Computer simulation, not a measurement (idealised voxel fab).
Process module name: voxel self aligned vias
Square cell edge 5 nm, section width 290 nm, ID cut.
A cross-section is written here as square cells arranged in a grid, and it is given in bands from the top down, each band taking up one or more rows of cells.
Top height, bottom height, nm. Materials left to right, width each, nm. Single material + "edge to edge" = fills band edge to edge. "empty" = empty.
We count height from 0. Below that, the starting wafer is all one material. The lowest band never ends at the bottom but goes on down; see "0 down" for how that is written.
With a width like "30..40", each row of cells in the band differs from the next by the same amount, the top row carrying the first number and the bottom row the second.
The cross-section has no changed cell in any step marked "stayed the same".
Empty spaces counting at least 8 cells and having no open way to the top are listed in "Fully enclosed voids". The notation width x height at distance is used for each, the distance being from the left edge and all three values in nm.
Anything after a step's settings on that line? It's the simulator's own note about the step.
overlay nm: for a step with a mask, the amount by which the mask lay right of where it was planned; a negative amount means left of it.
Pairs ahead. Before: cross-section ahead of one process step. After: cross-section once the step is done, shown to the lowest changed band only. Under each pair: that step, with settings. Caution: pairs may come from different runs of this module on the same starting wafer; a pair follows the pair above only where its "Pre-step" entry says so.

### Pre-step
    0 down | Si edge to edge
    Fully enclosed voids: none

### Cross-Section After Step
    15 to 0 | SiO2 edge to edge
    Whatever lies below 0 is exactly as it was before.
    Fully enclosed voids: none
Which operation links the two cross-sections above? CONFORMAL_DEP, material SiO2, thk nm 15

Pre-step: equal to the after panel directly above.

### Cross-Section After Step
    20 to 15 | SiCN edge to edge
    Whatever lies below 15 is exactly as it was before.
    Fully enclosed voids: none
Which operation links the two cross-sections above? CONFORMAL_DEP, material SiCN, thk nm 5

Pre-step: equal to the after panel directly above.

### Cross-Section After Step
    40 to 20 | lowk edge to edge
    Whatever lies below 20 is exactly as it was before.
    Fully enclosed voids: none
Which operation links the two cross-sections above? DIRECTIONAL_DEP, material lowk, thk nm 20

Pre-step: equal to the after panel directly above.

### Cross-Section After Step
    55 to 40 | aC edge to edge
    Whatever lies below 40 is exactly as it was before.
    Fully enclosed voids: none
Which operation links the two cross-sections above? DIRECTIONAL_DEP, material aC, thk nm 15

Pre-step: equal to the after panel directly above.

### Cross-Section After Step
    90 to 55 | 55 resist / 30 empty / 45 resist / 30 empty / 45 resist / 30 empty / 55 resist
    Whatever lies below 55 is exactly as it was before.
    Fully enclosed voids: none
Which operation links the two cross-sections above? PATTERN, tone open, mask id LINES, material resist, width nm 30, pitch nm 75, thk nm 35, overlay nm 0

Pre-step: equal to the after panel directly above.

### Cross-Section After Step
    75 to 55 | 55 resist / 30 empty / 45 resist / 30 empty / 45 resist / 30 empty / 55 resist
    55 to 40 | 55 aC / 30 empty / 45 aC / 30 empty / 45 aC / 30 empty / 55 aC
    Whatever lies below 40 is exactly as it was before.
    Fully enclosed voids: none
Which operation links the two cross-sections above? DIRECTIONAL_ETCH, etch materials aC, depth nm 15

Pre-step: equal to the after panel directly above.

### Cross-Section After Step
    55 to 40 | 55 aC / 30 empty / 45 aC / 30 empty / 45 aC / 30 empty / 55 aC
    Whatever lies below 40 is exactly as it was before.
    Fully enclosed voids: none
Which operation links the two cross-sections above? STRIP, etch materials resist

Pre-step: equal to the after panel directly above.

### Cross-Section After Step
    55 to 40 | 55 aC / 30 empty / 45 aC / 30 empty / 45 aC / 30 empty / 55 aC
    40 to 20 | 55 lowk / 30 empty / 45 lowk / 30 empty / 45 lowk / 30 empty / 55 lowk
    Whatever lies below 20 is exactly as it was before.
    Fully enclosed voids: none
Which operation links the two cross-sections above? DIRECTIONAL_ETCH, etch materials lowk, depth nm 20

Pre-step: equal to the after panel directly above.

### Cross-Section After Step
    40 to 20 | 55 lowk / 30 empty / 45 lowk / 30 empty / 45 lowk / 30 empty / 55 lowk
    Whatever lies below 20 is exactly as it was before.
    Fully enclosed voids: none
Which operation links the two cross-sections above? STRIP, etch materials aC

Pre-step: equal to the after panel directly above.

### Cross-Section After Step
    45 to 40 | 60 TiN / 20 empty / 55 TiN / 20 empty / 55 TiN / 20 empty / 60 TiN
    40 to 25 | 55 lowk / 5 TiN / 20 empty / 5 TiN / 45 lowk / 5 TiN / 20 empty / 5 TiN / 45 lowk / 5 TiN / 20 empty / 5 TiN / 55 lowk
    25 to 20 | 55 lowk / 30 TiN / 45 lowk / 30 TiN / 45 lowk / 30 TiN / 55 lowk
    Whatever lies below 20 is exactly as it was before.
    Fully enclosed voids: none
Which operation links the two cross-sections above? CONFORMAL_DEP, material TiN, thk nm 5

Pre-step: equal to the after panel directly above.

### Cross-Section After Step
    50 to 45 | W edge to edge
    45 to 40 | 60 TiN / 20 W / 55 TiN / 20 W / 55 TiN / 20 W / 60 TiN
    40 to 25 | 55 lowk / 5 TiN / 20 W / 5 TiN / 45 lowk / 5 TiN / 20 W / 5 TiN / 45 lowk / 5 TiN / 20 W / 5 TiN / 55 lowk
    Whatever lies below 25 is exactly as it was before.
    Fully enclosed voids: none
Which operation links the two cross-sections above? FILL_DEP, material W, thk nm 5

Pre-step: equal to the after panel directly above.

### Cross-Section After Step
    40 to 25 | 55 lowk / 5 TiN / 20 W / 5 TiN / 45 lowk / 5 TiN / 20 W / 5 TiN / 45 lowk / 5 TiN / 20 W / 5 TiN / 55 lowk
    Whatever lies below 25 is exactly as it was before.
    Fully enclosed voids: none
Which operation links the two cross-sections above? CMP, height nm 40

Pre-step: equal to the after panel directly above.

### Cross-Section After Step
    40 to 30 | 55 lowk / 30 empty / 45 lowk / 30 empty / 45 lowk / 30 empty / 55 lowk
    Whatever lies below 30 is exactly as it was before.
    Fully enclosed voids: none
Which operation links the two cross-sections above? SELECTIVE_ETCH, etch materials W Ru TiN, depth nm 10

Pre-step: equal to the after panel directly above.

### Cross-Section After Step
    45 to 40 | SiN edge to edge
    40 to 30 | 55 lowk / 30 SiN / 45 lowk / 30 SiN / 45 lowk / 30 SiN / 55 lowk
    Whatever lies below 30 is exactly as it was before.
    Fully enclosed voids: none
Which operation links the two cross-sections above? FILL_DEP, material SiN, thk nm 5

Pre-step: equal to the after panel directly above.

### Cross-Section After Step
    40 to 30 | 55 lowk / 30 SiN / 45 lowk / 30 SiN / 45 lowk / 30 SiN / 55 lowk
    Whatever lies below 30 is exactly as it was before.
    Fully enclosed voids: none
Which operation links the two cross-sections above? CMP, height nm 40

Pre-step: equal to the after panel directly above.

### Cross-Section After Step
    55 to 40 | lowk edge to edge
    Whatever lies below 40 is exactly as it was before.
    Fully enclosed voids: none
Which operation links the two cross-sections above? DIRECTIONAL_DEP, material lowk, thk nm 15

Pre-step: equal to the after panel directly above.

### Cross-Section After Step
    55 to 40 | 45 lowk / 50 empty / 25 lowk / 50 empty / 25 lowk / 50 empty / 45 lowk
    Whatever lies below 40 is exactly as it was before.
    Fully enclosed voids: none
Which operation links the two cross-sections above? MASKED_ETCH, tone open, mask id VIAS, width nm 50, pitch nm 75, etch materials lowk, depth nm 15, overlay nm 0

Pre-step: equal to the after panel directly above.

### Cross-Section After Step
    55 to 40 | 45 lowk / 50 empty / 25 lowk / 50 empty / 25 lowk / 50 empty / 45 lowk
    40 to 30 | 55 lowk / 30 empty / 45 lowk / 30 empty / 45 lowk / 30 empty / 55 lowk
    Whatever lies below 30 is exactly as it was before.
    Fully enclosed voids: none
Which operation links the two cross-sections above? MASKED_ETCH, tone open, mask id VIAS, width nm 50, pitch nm 75, etch materials SiN, depth nm 10, overlay nm 0

Pre-step: equal to the after panel directly above.

### Cross-Section After Step
    60 to 55 | 50 TiN / 40 empty / 35 TiN / 40 empty / 35 TiN / 40 empty / 50 TiN
    55 to 45 | 45 lowk / 5 TiN / 40 empty / 5 TiN / 25 lowk / 5 TiN / 40 empty / 5 TiN / 25 lowk / 5 TiN / 40 empty / 5 TiN / 45 lowk
    45 to 35 | 45..55 lowk / 15..5 TiN / 20 empty / 15..5 TiN / 25..45 lowk / 15..5 TiN / 20 empty / 15..5 TiN / 25..45 lowk / 15..5 TiN / 20 empty / 15..5 TiN / 45..55 lowk
    35 to 30 | 55 lowk / 30 TiN / 45 lowk / 30 TiN / 45 lowk / 30 TiN / 55 lowk
    Whatever lies below 30 is exactly as it was before.
    Fully enclosed voids: none
Which operation links the two cross-sections above? CONFORMAL_DEP, material TiN, thk nm 5

Pre-step: equal to the after panel directly above.

### Cross-Section After Step
    70 to 60 | Ru edge to edge
    60 to 55 | 50 TiN / 40 Ru / 35 TiN / 40 Ru / 35 TiN / 40 Ru / 50 TiN
    55 to 45 | 45 lowk / 5 TiN / 40 Ru / 5 TiN / 25 lowk / 5 TiN / 40 Ru / 5 TiN / 25 lowk / 5 TiN / 40 Ru / 5 TiN / 45 lowk
    45 to 35 | 45..55 lowk / 15..5 TiN / 20 Ru / 15..5 TiN / 25..45 lowk / 15..5 TiN / 20 Ru / 15..5 TiN / 25..45 lowk / 15..5 TiN / 20 Ru / 15..5 TiN / 45..55 lowk
    Whatever lies below 35 is exactly as it was before.
    Fully enclosed voids: none
Which operation links the two cross-sections above? FILL_DEP, material Ru, thk nm 10

Pre-step: equal to the after panel directly above.

### Cross-Section After Step
    55 to 45 | 45 lowk / 5 TiN / 40 Ru / 5 TiN / 25 lowk / 5 TiN / 40 Ru / 5 TiN / 25 lowk / 5 TiN / 40 Ru / 5 TiN / 45 lowk
    Whatever lies below 45 is exactly as it was before.
    Fully enclosed voids: none
Which operation links the two cross-sections above? CMP, height nm 55

Pre-step: equal to the after panel directly above.

### Cross-Section After Step
    60 to 55 | SiCN edge to edge
    Whatever lies below 55 is exactly as it was before.
    Fully enclosed voids: none
Which operation links the two cross-sections above? CONFORMAL_DEP, material SiCN, thk nm 5

### Pre-step
    15 to 0 | SiO2 edge to edge
    0 down | Si edge to edge
    Fully enclosed voids: none

### Cross-Section After Step
    35 to 15 | lowk edge to edge
    Whatever lies below 15 is exactly as it was before.
    Fully enclosed voids: none
Which operation links the two cross-sections above? DIRECTIONAL_DEP, material lowk, thk nm 20

Pre-step: equal to the after panel directly above.

### Cross-Section After Step
    50 to 35 | aC edge to edge
    Whatever lies below 35 is exactly as it was before.
    Fully enclosed voids: none
Which operation links the two cross-sections above? DIRECTIONAL_DEP, material aC, thk nm 15

Pre-step: equal to the after panel directly above.

### Cross-Section After Step
    85 to 50 | 55 resist / 30 empty / 45 resist / 30 empty / 45 resist / 30 empty / 55 resist
    Whatever lies below 50 is exactly as it was before.
    Fully enclosed voids: none
Which operation links the two cross-sections above? PATTERN, tone open, mask id LINES, material resist, width nm 30, pitch nm 75, thk nm 35, overlay nm 0

Pre-step: equal to the after panel directly above.

### Cross-Section After Step
    70 to 50 | 55 resist / 30 empty / 45 resist / 30 empty / 45 resist / 30 empty / 55 resist
    50 to 35 | 55 aC / 30 empty / 45 aC / 30 empty / 45 aC / 30 empty / 55 aC
    Whatever lies below 35 is exactly as it was before.
    Fully enclosed voids: none
Which operation links the two cross-sections above? DIRECTIONAL_ETCH, etch materials aC, depth nm 15

Pre-step: equal to the after panel directly above.

### Cross-Section After Step
    50 to 35 | 55 aC / 30 empty / 45 aC / 30 empty / 45 aC / 30 empty / 55 aC
    Whatever lies below 35 is exactly as it was before.
    Fully enclosed voids: none
Which operation links the two cross-sections above? STRIP, etch materials resist

Pre-step: equal to the after panel directly above.

### Cross-Section After Step
    50 to 35 | 55 aC / 30 empty / 45 aC / 30 empty / 45 aC / 30 empty / 55 aC
    35 to 15 | 55 lowk / 30 empty / 45 lowk / 30 empty / 45 lowk / 30 empty / 55 lowk
    Whatever lies below 15 is exactly as it was before.
    Fully enclosed voids: none
Which operation links the two cross-sections above? DIRECTIONAL_ETCH, etch materials lowk, depth nm 20

Pre-step: equal to the after panel directly above.

### Cross-Section After Step
    35 to 15 | 55 lowk / 30 empty / 45 lowk / 30 empty / 45 lowk / 30 empty / 55 lowk
    Whatever lies below 15 is exactly as it was before.
    Fully enclosed voids: none
Which operation links the two cross-sections above? STRIP, etch materials aC

Pre-step: equal to the after panel directly above.

### Cross-Section After Step
    40 to 35 | 60 TiN / 20 empty / 55 TiN / 20 empty / 55 TiN / 20 empty / 60 TiN
    35 to 20 | 55 lowk / 5 TiN / 20 empty / 5 TiN / 45 lowk / 5 TiN / 20 empty / 5 TiN / 45 lowk / 5 TiN / 20 empty / 5 TiN / 55 lowk
    20 to 15 | 55 lowk / 30 TiN / 45 lowk / 30 TiN / 45 lowk / 30 TiN / 55 lowk
    Whatever lies below 15 is exactly as it was before.
    Fully enclosed voids: none
Which operation links the two cross-sections above? CONFORMAL_DEP, material TiN, thk nm 5

Pre-step: equal to the after panel directly above.

### Cross-Section After Step
    45 to 40 | W edge to edge
    40 to 35 | 60 TiN / 20 W / 55 TiN / 20 W / 55 TiN / 20 W / 60 TiN
    35 to 20 | 55 lowk / 5 TiN / 20 W / 5 TiN / 45 lowk / 5 TiN / 20 W / 5 TiN / 45 lowk / 5 TiN / 20 W / 5 TiN / 55 lowk
    Whatever lies below 20 is exactly as it was before.
    Fully enclosed voids: none
Which operation links the two cross-sections above? FILL_DEP, material W, thk nm 5

Pre-step: equal to the after panel directly above.

### Cross-Section After Step
    40 to 35 | 60 TiN / 20 W / 55 TiN / 20 W / 55 TiN / 20 W / 60 TiN
    Whatever lies below 35 is exactly as it was before.
    Fully enclosed voids: none
Which operation links the two cross-sections above? CMP, height nm 40

Pre-step: equal to the after panel directly above.

### Cross-Section After Step
    35 to 30 | 55 lowk / 30 empty / 45 lowk / 30 empty / 45 lowk / 30 empty / 55 lowk
    Whatever lies below 30 is exactly as it was before.
    Fully enclosed voids: none
Which operation links the two cross-sections above? SELECTIVE_ETCH, etch materials W Ru TiN, depth nm 10

Pre-step: equal to the after panel directly above.

### Cross-Section After Step
    40 to 35 | SiN edge to edge
    35 to 30 | 55 lowk / 30 SiN / 45 lowk / 30 SiN / 45 lowk / 30 SiN / 55 lowk
    Whatever lies below 30 is exactly as it was before.
    Fully enclosed voids: none
Which operation links the two cross-sections above? FILL_DEP, material SiN, thk nm 5

Pre-step: equal to the after panel directly above.

### Cross-Section After Step
    55 to 40 | lowk edge to edge
    Whatever lies below 40 is exactly as it was before.
    Fully enclosed voids: none
Which operation links the two cross-sections above? DIRECTIONAL_DEP, material lowk, thk nm 15

Pre-step: equal to the after panel directly above.

### Cross-Section After Step
    55 to 40 | 45 lowk / 50 empty / 25 lowk / 50 empty / 25 lowk / 50 empty / 45 lowk
    Whatever lies below 40 is exactly as it was before.
    Fully enclosed voids: none
Which operation links the two cross-sections above? MASKED_ETCH, tone open, mask id VIAS, width nm 50, pitch nm 75, etch materials lowk, depth nm 15, overlay nm 0

Pre-step: equal to the after panel directly above.

### Cross-Section After Step
    55 to 40 | 45 lowk / 50 empty / 25 lowk / 50 empty / 25 lowk / 50 empty / 45 lowk
    40 to 35 | 45 SiN / 50 empty / 25 SiN / 50 empty / 25 SiN / 50 empty / 45 SiN
    35 to 30 | 55 lowk / 30 empty / 45 lowk / 30 empty / 45 lowk / 30 empty / 55 lowk
    Whatever lies below 30 is exactly as it was before.
    Fully enclosed voids: none
Which operation links the two cross-sections above? MASKED_ETCH, tone open, mask id VIAS, width nm 50, pitch nm 75, etch materials SiN, depth nm 10, overlay nm 0

Pre-step: equal to the after panel directly above.

### Cross-Section After Step
    60 to 55 | 50 TiN / 40 empty / 35 TiN / 40 empty / 35 TiN / 40 empty / 50 TiN
    55 to 40 | 45 lowk / 5 TiN / 40 empty / 5 TiN / 25 lowk / 5 TiN / 40 empty / 5 TiN / 25 lowk / 5 TiN / 40 empty / 5 TiN / 45 lowk
    40 to 35 | 45 SiN / 15 TiN / 20 empty / 15 TiN / 25 SiN / 15 TiN / 20 empty / 15 TiN / 25 SiN / 15 TiN / 20 empty / 15 TiN / 45 SiN
    35 to 30 | 55 lowk / 30 TiN / 45 lowk / 30 TiN / 45 lowk / 30 TiN / 55 lowk
    Whatever lies below 30 is exactly as it was before.
    Fully enclosed voids: none
Which operation links the two cross-sections above? CONFORMAL_DEP, material TiN, thk nm 5

Pre-step: equal to the after panel directly above.

### Cross-Section After Step
    70 to 60 | Ru edge to edge
    60 to 55 | 50 TiN / 40 Ru / 35 TiN / 40 Ru / 35 TiN / 40 Ru / 50 TiN
    55 to 40 | 45 lowk / 5 TiN / 40 Ru / 5 TiN / 25 lowk / 5 TiN / 40 Ru / 5 TiN / 25 lowk / 5 TiN / 40 Ru / 5 TiN / 45 lowk
    40 to 35 | 45 SiN / 15 TiN / 20 Ru / 15 TiN / 25 SiN / 15 TiN / 20 Ru / 15 TiN / 25 SiN / 15 TiN / 20 Ru / 15 TiN / 45 SiN
    Whatever lies below 35 is exactly as it was before.
    Fully enclosed voids: none
Which operation links the two cross-sections above? FILL_DEP, material Ru, thk nm 10

Pre-step: equal to the after panel directly above.

### Cross-Section After Step
    55 to 40 | 45 lowk / 5 TiN / 40 Ru / 5 TiN / 25 lowk / 5 TiN / 40 Ru / 5 TiN / 25 lowk / 5 TiN / 40 Ru / 5 TiN / 45 lowk
    Whatever lies below 40 is exactly as it was before.
    Fully enclosed voids: none
Which operation links the two cross-sections above? CMP, height nm 55

Pre-step: equal to the after panel directly above.

### Cross-Section After Step
    60 to 55 | SiCN edge to edge
    Whatever lies below 55 is exactly as it was before.
    Fully enclosed voids: none
Which operation links the two cross-sections above? CONFORMAL_DEP, material SiCN, thk nm 5

### Pre-step
    55 to 40 | 45 lowk / 50 empty / 25 lowk / 50 empty / 25 lowk / 50 empty / 45 lowk
    40 to 30 | 55 lowk / 30 SiN / 45 lowk / 30 SiN / 45 lowk / 30 SiN / 55 lowk
    30 to 25 | 55 lowk / 5 TiN / 20 W / 5 TiN / 45 lowk / 5 TiN / 20 W / 5 TiN / 45 lowk / 5 TiN / 20 W / 5 TiN / 55 lowk
    25 to 20 | 55 lowk / 30 TiN / 45 lowk / 30 TiN / 45 lowk / 30 TiN / 55 lowk
    20 to 15 | SiCN edge to edge
    15 to 0 | SiO2 edge to edge
    0 down | Si edge to edge
    Fully enclosed voids: none

### Cross-Section After Step
    55 to 40 | 45 lowk / 50 empty / 25 lowk / 50 empty / 25 lowk / 50 empty / 45 lowk
    40 to 30 | 45 lowk / 10 empty / 30 SiN / 10 empty / 25 lowk / 10 empty / 30 SiN / 10 empty / 25 lowk / 10 empty / 30 SiN / 10 empty / 45 lowk
    30 to 25 | 45 lowk / 10 empty / 5 TiN / 20 W / 5 TiN / 10 empty / 25 lowk / 10 empty / 5 TiN / 20 W / 5 TiN / 10 empty / 25 lowk / 10 empty / 5 TiN / 20 W / 5 TiN / 10 empty / 45 lowk
    Whatever lies below 25 is exactly as it was before.
    Fully enclosed voids: none
Which operation links the two cross-sections above? MASKED_ETCH, tone open, mask id VIAS, width nm 50, pitch nm 75, etch materials lowk, depth nm 15, overlay nm 0

Pre-step: equal to the after panel directly above.

### Cross-Section After Step
    55 to 30 | 45 lowk / 50 empty / 25 lowk / 50 empty / 25 lowk / 50 empty / 45 lowk
    Whatever lies below 30 is exactly as it was before.
    Fully enclosed voids: none
Which operation links the two cross-sections above? MASKED_ETCH, tone open, mask id VIAS, width nm 50, pitch nm 75, etch materials SiN, depth nm 10, overlay nm 0

Pre-step: equal to the after panel directly above.

### Cross-Section After Step
    60 to 55 | 50 TiN / 40 empty / 35 TiN / 40 empty / 35 TiN / 40 empty / 50 TiN
    55 to 35 | 45 lowk / 5 TiN / 40 empty / 5 TiN / 25 lowk / 5 TiN / 40 empty / 5 TiN / 25 lowk / 5 TiN / 40 empty / 5 TiN / 45 lowk
    35 to 30 | 45 lowk / 50 TiN / 25 lowk / 50 TiN / 25 lowk / 50 TiN / 45 lowk
    30 to 25 | 45 lowk / 15 TiN / 20 W / 15 TiN / 25 lowk / 15 TiN / 20 W / 15 TiN / 25 lowk / 15 TiN / 20 W / 15 TiN / 45 lowk
    Whatever lies below 25 is exactly as it was before.
    Fully enclosed voids: none
Which operation links the two cross-sections above? CONFORMAL_DEP, material TiN, thk nm 5

Pre-step: equal to the after panel directly above.

### Cross-Section After Step
    70 to 60 | Ru edge to edge
    60 to 55 | 50 TiN / 40 Ru / 35 TiN / 40 Ru / 35 TiN / 40 Ru / 50 TiN
    55 to 35 | 45 lowk / 5 TiN / 40 Ru / 5 TiN / 25 lowk / 5 TiN / 40 Ru / 5 TiN / 25 lowk / 5 TiN / 40 Ru / 5 TiN / 45 lowk
    Whatever lies below 35 is exactly as it was before.
    Fully enclosed voids: none
Which operation links the two cross-sections above? FILL_DEP, material Ru, thk nm 10

Pre-step: equal to the after panel directly above.

### Cross-Section After Step
    55 to 35 | 45 lowk / 5 TiN / 40 Ru / 5 TiN / 25 lowk / 5 TiN / 40 Ru / 5 TiN / 25 lowk / 5 TiN / 40 Ru / 5 TiN / 45 lowk
    Whatever lies below 35 is exactly as it was before.
    Fully enclosed voids: none
Which operation links the two cross-sections above? CMP, height nm 55

Pre-step: equal to the after panel directly above.

### Cross-Section After Step
    60 to 55 | SiCN edge to edge
    Whatever lies below 55 is exactly as it was before.
    Fully enclosed voids: none
Which operation links the two cross-sections above? CONFORMAL_DEP, material SiCN, thk nm 5

### Pre-step
    35 to 15 | lowk edge to edge
    15 to 0 | SiO2 edge to edge
    0 down | Si edge to edge
    Fully enclosed voids: none

### Cross-Section After Step
    40 to 35 | SiCN edge to edge
    Whatever lies below 35 is exactly as it was before.
    Fully enclosed voids: none
Which operation links the two cross-sections above? CONFORMAL_DEP, material SiCN, thk nm 5

Pre-step: equal to the after panel directly above.

### Cross-Section After Step
    55 to 40 | aC edge to edge
    Whatever lies below 40 is exactly as it was before.
    Fully enclosed voids: none
Which operation links the two cross-sections above? DIRECTIONAL_DEP, material aC, thk nm 15

Pre-step: equal to the after panel directly above.

### Cross-Section After Step
    90 to 55 | 55 resist / 30 empty / 45 resist / 30 empty / 45 resist / 30 empty / 55 resist
    Whatever lies below 55 is exactly as it was before.
    Fully enclosed voids: none
Which operation links the two cross-sections above? PATTERN, tone open, mask id LINES, material resist, width nm 30, pitch nm 75, thk nm 35, overlay nm 0

Pre-step: equal to the after panel directly above.

### Cross-Section After Step
    75 to 55 | 55 resist / 30 empty / 45 resist / 30 empty / 45 resist / 30 empty / 55 resist
    55 to 40 | 55 aC / 30 empty / 45 aC / 30 empty / 45 aC / 30 empty / 55 aC
    Whatever lies below 40 is exactly as it was before.
    Fully enclosed voids: none
Which operation links the two cross-sections above? DIRECTIONAL_ETCH, etch materials aC, depth nm 15

Pre-step: equal to the after panel directly above.

### Cross-Section After Step
    55 to 40 | 55 aC / 30 empty / 45 aC / 30 empty / 45 aC / 30 empty / 55 aC
    Whatever lies below 40 is exactly as it was before.
    Fully enclosed voids: none
Which operation links the two cross-sections above? STRIP, etch materials resist

Pre-step: equal to the after panel directly above.

### Cross-Section After Step
    40 to 35 | SiCN edge to edge
    Whatever lies below 35 is exactly as it was before.
    Fully enclosed voids: none
Which operation links the two cross-sections above? STRIP, etch materials aC

Pre-step: equal to the after panel directly above.

### Cross-Section After Step
    45 to 40 | TiN edge to edge
    Whatever lies below 40 is exactly as it was before.
    Fully enclosed voids: none
Which operation links the two cross-sections above? CONFORMAL_DEP, material TiN, thk nm 5

Pre-step: equal to the after panel directly above.

### Cross-Section After Step
    50 to 45 | W edge to edge
    Whatever lies below 45 is exactly as it was before.
    Fully enclosed voids: none
Which operation links the two cross-sections above? FILL_DEP, material W, thk nm 5

Pre-step: equal to the after panel directly above.

### Cross-Section After Step
    40 to 35 | SiCN edge to edge
    Whatever lies below 35 is exactly as it was before.
    Fully enclosed voids: none
Which operation links the two cross-sections above? CMP, height nm 40

Pre-step: equal to the after panel directly above.

### Cross-Section After Step
    45 to 40 | SiN edge to edge
    Whatever lies below 40 is exactly as it was before.
    Fully enclosed voids: none
Which operation links the two cross-sections above? FILL_DEP, material SiN, thk nm 5

Pre-step: equal to the after panel directly above.

### Cross-Section After Step
    40 to 35 | SiCN edge to edge
    Whatever lies below 35 is exactly as it was before.
    Fully enclosed voids: none
Which operation links the two cross-sections above? CMP, height nm 40

Pre-step: equal to the after panel directly above.

### Cross-Section After Step
    55 to 40 | lowk edge to edge
    Whatever lies below 40 is exactly as it was before.
    Fully enclosed voids: none
Which operation links the two cross-sections above? DIRECTIONAL_DEP, material lowk, thk nm 15

Pre-step: equal to the after panel directly above.

### Cross-Section After Step
    55 to 40 | 45 lowk / 50 empty / 25 lowk / 50 empty / 25 lowk / 50 empty / 45 lowk
    Whatever lies below 40 is exactly as it was before.
    Fully enclosed voids: none
Which operation links the two cross-sections above? MASKED_ETCH, tone open, mask id VIAS, width nm 50, pitch nm 75, etch materials lowk, depth nm 15, overlay nm 0

Pre-step: equal to the after panel directly above.

### Cross-Section After Step
    60 to 55 | 50 TiN / 40 empty / 35 TiN / 40 empty / 35 TiN / 40 empty / 50 TiN
    55 to 45 | 45 lowk / 5 TiN / 40 empty / 5 TiN / 25 lowk / 5 TiN / 40 empty / 5 TiN / 25 lowk / 5 TiN / 40 empty / 5 TiN / 45 lowk
    45 to 40 | 45 lowk / 50 TiN / 25 lowk / 50 TiN / 25 lowk / 50 TiN / 45 lowk
    Whatever lies below 40 is exactly as it was before.
    Fully enclosed voids: none
Which operation links the two cross-sections above? CONFORMAL_DEP, material TiN, thk nm 5

Pre-step: equal to the after panel directly above.

### Cross-Section After Step
    70 to 60 | Ru edge to edge
    60 to 55 | 50 TiN / 40 Ru / 35 TiN / 40 Ru / 35 TiN / 40 Ru / 50 TiN
    55 to 45 | 45 lowk / 5 TiN / 40 Ru / 5 TiN / 25 lowk / 5 TiN / 40 Ru / 5 TiN / 25 lowk / 5 TiN / 40 Ru / 5 TiN / 45 lowk
    Whatever lies below 45 is exactly as it was before.
    Fully enclosed voids: none
Which operation links the two cross-sections above? FILL_DEP, material Ru, thk nm 10

Pre-step: equal to the after panel directly above.

### Cross-Section After Step
    55 to 45 | 45 lowk / 5 TiN / 40 Ru / 5 TiN / 25 lowk / 5 TiN / 40 Ru / 5 TiN / 25 lowk / 5 TiN / 40 Ru / 5 TiN / 45 lowk
    Whatever lies below 45 is exactly as it was before.
    Fully enclosed voids: none
Which operation links the two cross-sections above? CMP, height nm 55

Pre-step: equal to the after panel directly above.

### Cross-Section After Step
    60 to 55 | SiCN edge to edge
    Whatever lies below 55 is exactly as it was before.
    Fully enclosed voids: none
Which operation links the two cross-sections above? CONFORMAL_DEP, material SiCN, thk nm 5

### Pre-step
    70 to 60 | Ru edge to edge
    60 to 55 | 50 TiN / 40 Ru / 35 TiN / 40 Ru / 35 TiN / 40 Ru / 50 TiN
    55 to 45 | 45 lowk / 5 TiN / 40 Ru / 5 TiN / 25 lowk / 5 TiN / 40 Ru / 5 TiN / 25 lowk / 5 TiN / 40 Ru / 5 TiN / 45 lowk
    45 to 35 | 45..55 lowk / 15..5 TiN / 20 Ru / 15..5 TiN / 25..45 lowk / 15..5 TiN / 20 Ru / 15..5 TiN / 25..45 lowk / 15..5 TiN / 20 Ru / 15..5 TiN / 45..55 lowk
    35 to 30 | 55 lowk / 30 TiN / 45 lowk / 30 TiN / 45 lowk / 30 TiN / 55 lowk
    30 to 25 | 55 lowk / 5 TiN / 20 W / 5 TiN / 45 lowk / 5 TiN / 20 W / 5 TiN / 45 lowk / 5 TiN / 20 W / 5 TiN / 55 lowk
    25 to 20 | 55 lowk / 30 TiN / 45 lowk / 30 TiN / 45 lowk / 30 TiN / 55 lowk
    20 to 15 | SiCN edge to edge
    15 to 0 | SiO2 edge to edge
    0 down | Si edge to edge
    Fully enclosed voids: none

### Cross-Section After Step
    60 to 55 | 50 TiN / 40 Ru / 35 TiN / 40 Ru / 35 TiN / 40 Ru / 50 TiN
    Whatever lies below 55 is exactly as it was before.
    Fully enclosed voids: none
Which operation links the two cross-sections above? CMP, height nm 60

Pre-step: equal to the after panel directly above.

### Cross-Section After Step
    65 to 60 | SiCN edge to edge
    Whatever lies below 60 is exactly as it was before.
    Fully enclosed voids: none
Which operation links the two cross-sections above? CONFORMAL_DEP, material SiCN, thk nm 5

### Pre-step
    55 to 40 | lowk edge to edge
    40 to 30 | 55 lowk / 30 SiN / 45 lowk / 30 SiN / 45 lowk / 30 SiN / 55 lowk
    30 to 25 | 55 lowk / 5 TiN / 20 W / 5 TiN / 45 lowk / 5 TiN / 20 W / 5 TiN / 45 lowk / 5 TiN / 20 W / 5 TiN / 55 lowk
    25 to 20 | 55 lowk / 30 TiN / 45 lowk / 30 TiN / 45 lowk / 30 TiN / 55 lowk
    20 to 15 | SiCN edge to edge
    15 to 0 | SiO2 edge to edge
    0 down | Si edge to edge
    Fully enclosed voids: none

### Cross-Section After Step
    55 to 40 | 45 lowk / 55 empty / 20 lowk / 55 empty / 20 lowk / 55 empty / 40 lowk
    Whatever lies below 40 is exactly as it was before.
    Fully enclosed voids: none
Which operation links the two cross-sections above? MASKED_ETCH, tone open, mask id VIAS, width nm 55, pitch nm 75, etch materials lowk, depth nm 15, overlay nm 0

Pre-step: equal to the after panel directly above.

### Cross-Section After Step
    55 to 40 | 45 lowk / 55 empty / 20 lowk / 55 empty / 20 lowk / 55 empty / 40 lowk
    40 to 30 | 55 lowk / 30 empty / 45 lowk / 30 empty / 45 lowk / 30 empty / 55 lowk
    Whatever lies below 30 is exactly as it was before.
    Fully enclosed voids: none
Which operation links the two cross-sections above? MASKED_ETCH, tone open, mask id VIAS, width nm 50, pitch nm 75, etch materials SiN, depth nm 10, overlay nm 0

Pre-step: equal to the after panel directly above.

### Cross-Section After Step
    60 to 55 | 50 TiN / 45 empty / 30 TiN / 45 empty / 30 TiN / 45 empty / 45 TiN
    55 to 45 | 45 lowk / 5 TiN / 45 empty / 5 TiN / 20 lowk / 5 TiN / 45 empty / 5 TiN / 20 lowk / 5 TiN / 45 empty / 5 TiN / 40 lowk
    45 to 35 | 45..55 lowk / 15..5 TiN / 20 empty / 20..5 TiN / 20..45 lowk / 15..5 TiN / 20 empty / 20..5 TiN / 20..45 lowk / 15..5 TiN / 20 empty / 20..5 TiN / 40..55 lowk
    35 to 30 | 55 lowk / 30 TiN / 45 lowk / 30 TiN / 45 lowk / 30 TiN / 55 lowk
    Whatever lies below 30 is exactly as it was before.
    Fully enclosed voids: none
Which operation links the two cross-sections above? CONFORMAL_DEP, material TiN, thk nm 5
